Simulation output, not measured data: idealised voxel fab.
Process module in this document: voxel ribs on slabs
For reference, the cross-section in this document is cut, with width 185 nm and square cells of 5 nm.
Cross-section format: a grid of square cells, given as bands from top to bottom; each band is one or more rows of cells.
Band entry format. Leading values: height of top, height of bottom, nm. Remainder: materials in left-to-right order, each with its width in nm. Special words: "all across" on a single material, which then fills the band edge to edge; "empty", empty space.
Heads up on the height convention: 0 is the point under which the incoming wafer is all one material, and the lowest band has no bottom, it just keeps going down, like "0 nm and below".
Read "30->40" as a graded width: first number on top, second number at the bottom, same change between each pair of neighbouring rows.
Where the words "nothing was modified" appear for a step, the cross-section shows no cell changed by that step; every cell remained as before.
You'll see "Enclosed void entries" listing empty spaces that have no way open to the top, as long as they're 8 cells or more; the notation is width x height at distance, where the distance is from the left edge, and all of it is in nm.
The remark found on a step's line after its settings is issued by the simulator itself and pertains to that step.
The "overlay nm" setting may appear on a step's line; for a step that uses a mask, it gives how far to the right of its planned position the mask lay, and a negative value indicates the left.
Intended process steps:
1) RECEIVE [material Si]
2) DIRECTIONAL_DEP [material SiO2] [thk nm 30]
3) DIRECTIONAL_DEP [material polySi] [thk nm 20]
4) MASKED_ETCH [tone cover] [mask id RIB] [width nm 20] [etch materials polySi] [depth nm 5] [overlay nm 0]
5) DIRECTIONAL_DEP [material aC] [thk nm 15]
6) PATTERN [tone cover] [mask id SLAB] [material resist] [width nm 50] [thk nm 30] [overlay nm 0]
7) DIRECTIONAL_ETCH [etch materials aC] [depth nm 15]
8) STRIP [etch materials resist]
9) DIRECTIONAL_ETCH [etch materials polySi] [depth nm 15]
10) STRIP [etch materials aC]
11) FILL_DEP [material SiO2] [thk nm 20]
12) CMP [height nm 60]
13) DIRECTIONAL_DEP [material W] [thk nm 5]
14) MASKED_ETCH [tone cover] [mask id HEATER] [width nm 30] [etch materials W] [depth nm 5] [overlay nm -15]
15) CONFORMAL_DEP [material SiO2] [thk nm 5]
Variable across wafers: step 14 overlay nm (plan value is that of the first wafer; starting state common to all).
First of several wafers (as received, post step 1), cross-sectional view:
> 0 nm and below: Si all across
> Enclosed void entries: none
Once step 15, the last step, is complete, the module is at its end; this is the cross-section of the first of several wafers:
> 70 nm to 65 nm: empty 55 / SiO2 40 / empty 90
> 65 nm to 60 nm: SiO2 60 / W 30 / SiO2 95
> 60 nm to 50 nm: SiO2 all across
> 50 nm to 45 nm: SiO2 80 / polySi 20 / SiO2 85
> 45 nm to 30 nm: SiO2 65 / polySi 50 / SiO2 70
> 30 nm to 0 nm: SiO2 all across
> 0 nm and below: Si all across
> Enclosed void entries: none
Cross-section at module completion, last wafer:
> 70 nm to 65 nm: empty 85 / SiO2 40 / empty 60
> 65 nm to 60 nm: SiO2 90 / W 30 / SiO2 65
> 60 nm to 50 nm: SiO2 all across
> 50 nm to 45 nm: SiO2 80 / polySi 20 / SiO2 85
> 45 nm to 30 nm: SiO2 65 / polySi 50 / SiO2 70
> 30 nm to 0 nm: SiO2 all across
> 0 nm and below: Si all across
> Enclosed void entries: none
Here is how to read the rows: every wafer has a row, and it shows the wafer at the end of the module, giving for each material how many cells were gained (+) or lost (-) since the wafer was received, then listing its closed voids:
overlay nm -15, +449 SiO2, +6 W, +34 polySi, Enclosed void entries: none
overlay nm -10, +449 SiO2, +6 W, +34 polySi, Enclosed void entries: none
overlay nm -5, +449 SiO2, +6 W, +34 polySi, Enclosed void entries: none
overlay nm 0, +449 SiO2, +6 W, +34 polySi, Enclosed void entries: none
overlay nm 5, +449 SiO2, +6 W, +34 polySi, Enclosed void entries: none
overlay nm 10, +449 SiO2, +6 W, +34 polySi, Enclosed void entries: none
overlay nm 15, +449 SiO2, +6 W, +34 polySi, Enclosed void entries: none
